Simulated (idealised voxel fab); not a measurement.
process module | voxel self aligned contacts
cross-section cut | 160 nm wide | cells 5 nm
A cross-section is a grid of square cells, given in bands from the top down. A band is one or more rows of cells.
Each band's line starts with the height of the band's top and of its bottom, in nm. Then come its materials from left to right, each with its width in nm. One material with "throughout" fills the band from edge to edge. "air" is empty space.
Height 0 is the level under which the wafer as received is all one material. The lowest band goes on downwards, as in "0 down".
A width such as "30 to 40" changes by the same amount from each row of cells to the next, from the band's top row to its bottom row.
"no change" after a step means that no cell of the cross-section changed.
closed voids: empty space of 8 cells or more with no open way to the top, each as width x height at its distance from the left edge, in nm
after a step's settings: what the simulator itself notes on the step
overlay nm, on a step with a mask: how far to the right of its planned place the mask lay; to the left if negative
Each pair below shows a cross-section before one step and the cross-section after it, down to the lowest band that changed. The line under each pair gives the step between them, with its settings. The pairs can come from different runs of this module on the same starting wafer, so a pair continues from the pair above only where its "before" says so.
before
  80 to 55: air 15 | resist 30 | air 45 | resist 30 | air 40
  55 to 45: aC throughout
  45 to 25: SiN throughout
  25 to 0: polySi throughout
  0 to -5: SiO2 throughout
  -5 down: Si throughout
  closed voids: none
after
  70 to 55: air 15 | resist 30 | air 45 | resist 30 | air 40
  55 to 45: air 15 | aC 30 | air 45 | aC 30 | air 40
  below 45: unchanged
  closed voids: none
the step between: op DIRECTIONAL_ETCH | etch materials aC | depth nm 10
before: the cross-section after the pair above
after
  55 to 45: air 15 | aC 30 | air 45 | aC 30 | air 40
  below 45: unchanged
  closed voids: none
the step between: op STRIP | etch materials resist
before: the cross-section after the pair above
after
  55 to 45: air 15 | aC 30 | air 45 | aC 30 | air 40
  45 to 25: air 15 | SiN 30 | air 45 | SiN 30 | air 40
  below 25: unchanged
  closed voids: none
the step between: op DIRECTIONAL_ETCH | etch materials SiN | depth nm 20
before: the cross-section after the pair above
after
  55 to 45: air 15 | aC 30 | air 45 | aC 30 | air 40
  45 to 25: air 15 | SiN 30 | air 45 | SiN 30 | air 40
  25 to 0: air 15 | polySi 30 | air 45 | polySi 30 | air 40
  below 0: unchanged
  closed voids: none
the step between: op DIRECTIONAL_ETCH | etch materials polySi | depth nm 25
before: the cross-section after the pair above
after
  45 to 25: air 15 | SiN 30 | air 45 | SiN 30 | air 40
  below 25: unchanged
  closed voids: none
the step between: op STRIP | etch materials aC
before: the cross-section after the pair above
after
  55 to 25: air 5 | SiN 50 | air 25 | SiN 50 | air 30
  25 to 10: air 5 | SiN 10 | polySi 30 | SiN 10 | air 25 | SiN 10 | polySi 30 | SiN 10 | air 30
  10 to 0: SiN 15 | polySi 30 | SiN 45 | polySi 30 | SiN 40
  below 0: unchanged
  closed voids: none
the step between: op CONFORMAL_DEP | material SiN | thk nm 10
before: the cross-section after the pair above
after
  45 to 25: air 5 | SiN 50 | air 25 | SiN 50 | air 30
  25 to 0: air 5 | SiN 10 | polySi 30 | SiN 10 | air 25 | SiN 10 | polySi 30 | SiN 10 | air 30
  below 0: unchanged
  closed voids: none
the step between: op DIRECTIONAL_ETCH | etch materials SiN | depth nm 10
before: the cross-section after the pair above
after
  60 to 45: SiO2 throughout
  45 to 25: SiO2 5 | SiN 50 | SiO2 25 | SiN 50 | SiO2 30
  25 to 0: SiO2 5 | SiN 10 | polySi 30 | SiN 10 | SiO2 25 | SiN 10 | polySi 30 | SiN 10 | SiO2 30
  below 0: unchanged
  closed voids: none
the step between: op FILL_DEP | material SiO2 | thk nm 15
before: the cross-section after the pair above
after
  50 to 45: SiO2 throughout
  below 45: unchanged
  closed voids: none
the step between: op CMP | height nm 50
before: the cross-section after the pair above
after
  65 to 50: aC throughout
  below 50: unchanged
  closed voids: none
the step between: op DIRECTIONAL_DEP | material aC | thk nm 15
before: the cross-section after the pair above
after
  100 to 65: resist 50 | air 55 | resist 55
  below 65: unchanged
  closed voids: none
the step between: op PATTERN | tone open | mask id CONTACT | material resist | width nm 55 | thk nm 35 | overlay nm 0
before: the cross-section after the pair above
after
  85 to 65: resist 50 | air 55 | resist 55
  65 to 50: aC 50 | air 55 | aC 55
  below 50: unchanged
  closed voids: none
the step between: op DIRECTIONAL_ETCH | etch materials aC | depth nm 15
before: the cross-section after the pair above
after
  65 to 50: aC 50 | air 55 | aC 55
  below 50: unchanged
  closed voids: none
the step between: op STRIP | etch materials resist
before: the cross-section after the pair above
after
  65 to 50: aC 50 | air 55 | aC 55
  50 to 45: SiO2 50 | air 55 | SiO2 55
  45 to 25: SiO2 5 | SiN 50 | air 25 | SiN 50 | SiO2 30
  25 to 0: SiO2 5 | SiN 10 | polySi 30 | SiN 10 | air 25 | SiN 10 | polySi 30 | SiN 10 | SiO2 30
  0 to -5: SiO2 55 | air 25 | SiO2 80
  below -5: unchanged
  closed voids: none
the step between: op DIRECTIONAL_ETCH | etch materials SiO2 | depth nm 55
before: the cross-section after the pair above
after
  50 to 45: SiO2 50 | air 55 | SiO2 55
  below 45: unchanged
  closed voids: none
the step between: op STRIP | etch materials aC
before: the cross-section after the pair above
after
  55 to 50: TiN 55 | air 45 | TiN 60
  50 to 45: SiO2 50 | TiN 10 | air 15 | TiN 30 | SiO2 55
  45 to 25: SiO2 5 | SiN 50 | TiN 5 | air 15 | TiN 5 | SiN 50 | SiO2 30
  25 to 0: SiO2 5 | SiN 10 | polySi 30 | SiN 10 | TiN 5 | air 15 | TiN 5 | SiN 10 | polySi 30 | SiN 10 | SiO2 30
  0 to -5: SiO2 55 | TiN 25 | SiO2 80
  below -5: unchanged
  closed voids: none
the step between: op CONFORMAL_DEP | material TiN | thk nm 5
before: the cross-section after the pair above
after
  65 to 55: Ru throughout
  55 to 50: TiN 55 | Ru 45 | TiN 60
  50 to 45: SiO2 50 | TiN 10 | Ru 15 | TiN 30 | SiO2 55
  45 to 25: SiO2 5 | SiN 50 | TiN 5 | Ru 15 | TiN 5 | SiN 50 | SiO2 30
  25 to 0: SiO2 5 | SiN 10 | polySi 30 | SiN 10 | TiN 5 | Ru 15 | TiN 5 | SiN 10 | polySi 30 | SiN 10 | SiO2 30
  below 0: unchanged
  closed voids: none
the step between: op FILL_DEP | material Ru | thk nm 10
before: the cross-section after the pair above
after
  50 to 45: SiO2 50 | TiN 10 | Ru 15 | TiN 30 | SiO2 55
  below 45: unchanged
  closed voids: none
the step between: op CMP | height nm 50
before: the cross-section after the pair above
after
  55 to 50: SiCN throughout
  below 50: unchanged
  closed voids: none
the step between: op CONFORMAL_DEP | material SiCN | thk nm 5
before
  50 to 45: SiO2 50 | TiN 20 | Ru 15 | TiN 20 | SiO2 55
  45 to 25: SiO2 15 | SiN 50 | TiN 5 | Ru 15 | TiN 5 | SiN 50 | SiO2 20
  25 to 0: SiO2 15 | SiN 10 | polySi 30 | SiN 10 | TiN 5 | Ru 15 | TiN 5 | SiN 10 | polySi 30 | SiN 10 | SiO2 20
  0 to -5: SiO2 65 | TiN 25 | SiO2 70
  -5 down: Si throughout
  closed voids: none
after
  55 to 50: TiN throughout
  below 50: unchanged
  closed voids: none
the step between: op CONFORMAL_DEP | material TiN | thk nm 5
before
  55 to 45: aC throughout
  45 to 25: SiN throughout
  25 to 0: polySi throughout
  0 to -5: SiO2 throughout
  -5 down: Si throughout
  closed voids: none
after
  80 to 55: resist 25 | air 30 | resist 45 | air 30 | resist 30
  below 55: unchanged
  closed voids: none
the step between: op PATTERN | tone open | mask id GATE | material resist | width nm 30 | pitch nm 75 | thk nm 25 | overlay nm 0
before: the cross-section after the pair above
after
  70 to 55: resist 25 | air 30 | resist 45 | air 30 | resist 30
  55 to 45: aC 25 | air 30 | aC 45 | air 30 | aC 30
  below 45: unchanged
  closed voids: none
the step between: op DIRECTIONAL_ETCH | etch materials aC | depth nm 10
before: the cross-section after the pair above
after
  55 to 45: aC 25 | air 30 | aC 45 | air 30 | aC 30
  below 45: unchanged
  closed voids: none
the step between: op STRIP | etch materials resist
before: the cross-section after the pair above
after
  55 to 45: aC 25 | air 30 | aC 45 | air 30 | aC 30
  45 to 25: SiN 25 | air 30 | SiN 45 | air 30 | SiN 30
  below 25: unchanged
  closed voids: none
the step between: op DIRECTIONAL_ETCH | etch materials SiN | depth nm 20
before: the cross-section after the pair above
after
  55 to 45: aC 25 | air 30 | aC 45 | air 30 | aC 30
  45 to 25: SiN 25 | air 30 | SiN 45 | air 30 | SiN 30
  25 to 0: polySi 25 | air 30 | polySi 45 | air 30 | polySi 30
  below 0: unchanged
  closed voids: none
the step between: op DIRECTIONAL_ETCH | etch materials polySi | depth nm 25
before: the cross-section after the pair above
after
  45 to 25: SiN 25 | air 30 | SiN 45 | air 30 | SiN 30
  below 25: unchanged
  closed voids: none
the step between: op STRIP | etch materials aC
before: the cross-section after the pair above
after
  55 to 25: SiN 35 | air 10 | SiN 65 | air 10 | SiN 40
  25 to 10: polySi 25 | SiN 10 | air 10 | SiN 10 | polySi 45 | SiN 10 | air 10 | SiN 10 | polySi 30
  10 to 0: polySi 25 | SiN 30 | polySi 45 | SiN 30 | polySi 30
  below 0: unchanged
  closed voids: none
the step between: op CONFORMAL_DEP | material SiN | thk nm 10
before: the cross-section after the pair above
after
  45 to 25: SiN 35 | air 10 | SiN 65 | air 10 | SiN 40
  25 to 0: polySi 25 | SiN 10 | air 10 | SiN 10 | polySi 45 | SiN 10 | air 10 | SiN 10 | polySi 30
  below 0: unchanged
  closed voids: none
the step between: op DIRECTIONAL_ETCH | etch materials SiN | depth nm 10
before: the cross-section after the pair above
after
  60 to 45: SiO2 throughout
  45 to 25: SiN 35 | SiO2 10 | SiN 65 | SiO2 10 | SiN 40
  25 to 0: polySi 25 | SiN 10 | SiO2 10 | SiN 10 | polySi 45 | SiN 10 | SiO2 10 | SiN 10 | polySi 30
  below 0: unchanged
  closed voids: none
the step between: op FILL_DEP | material SiO2 | thk nm 15
before: the cross-section after the pair above
after
  50 to 45: SiO2 throughout
  below 45: unchanged
  closed voids: none
the step between: op CMP | height nm 50
before: the cross-section after the pair above
after
  65 to 50: aC throughout
  below 50: unchanged
  closed voids: none
the step between: op DIRECTIONAL_DEP | material aC | thk nm 15
before: the cross-section after the pair above
after
  100 to 65: resist 50 | air 55 | resist 55
  below 65: unchanged
  closed voids: none
the step between: op PATTERN | tone open | mask id CONTACT | material resist | width nm 55 | thk nm 35 | overlay nm 0
before: the cross-section after the pair above
after
  85 to 65: resist 50 | air 55 | resist 55
  65 to 50: aC 50 | air 55 | aC 55
  below 50: unchanged
  closed voids: none
the step between: op DIRECTIONAL_ETCH | etch materials aC | depth nm 15
before: the cross-section after the pair above
after
  65 to 50: aC 50 | air 55 | aC 55
  below 50: unchanged
  closed voids: none
the step between: op STRIP | etch materials resist
before: the cross-section after the pair above
after
  65 to 50: aC 50 | air 55 | aC 55
  50 to 45: SiO2 50 | air 55 | SiO2 55
  below 45: unchanged
  closed voids: none
the step between: op DIRECTIONAL_ETCH | etch materials SiO2 | depth nm 55
before: the cross-section after the pair above
after
  50 to 45: SiO2 50 | air 55 | SiO2 55
  below 45: unchanged
  closed voids: none
the step between: op STRIP | etch materials aC
before: the cross-section after the pair above
after
  55 to 50: TiN 55 | air 45 | TiN 60
  50 to 45: SiO2 50 | TiN 55 | SiO2 55
  below 45: unchanged
  closed voids: none
the step between: op CONFORMAL_DEP | material TiN | thk nm 5
before: the cross-section after the pair above
after
  65 to 55: Ru throughout
  55 to 50: TiN 55 | Ru 45 | TiN 60
  below 50: unchanged
  closed voids: none
the step between: op FILL_DEP | material Ru | thk nm 10
before: the cross-section after the pair above
after
  50 to 45: SiO2 50 | TiN 55 | SiO2 55
  below 45: unchanged
  closed voids: none
the step between: op CMP | height nm 50
before: the cross-section after the pair above
after
  55 to 50: SiCN throughout
  below 50: unchanged
  closed voids: none
the step between: op CONFORMAL_DEP | material SiCN | thk nm 5
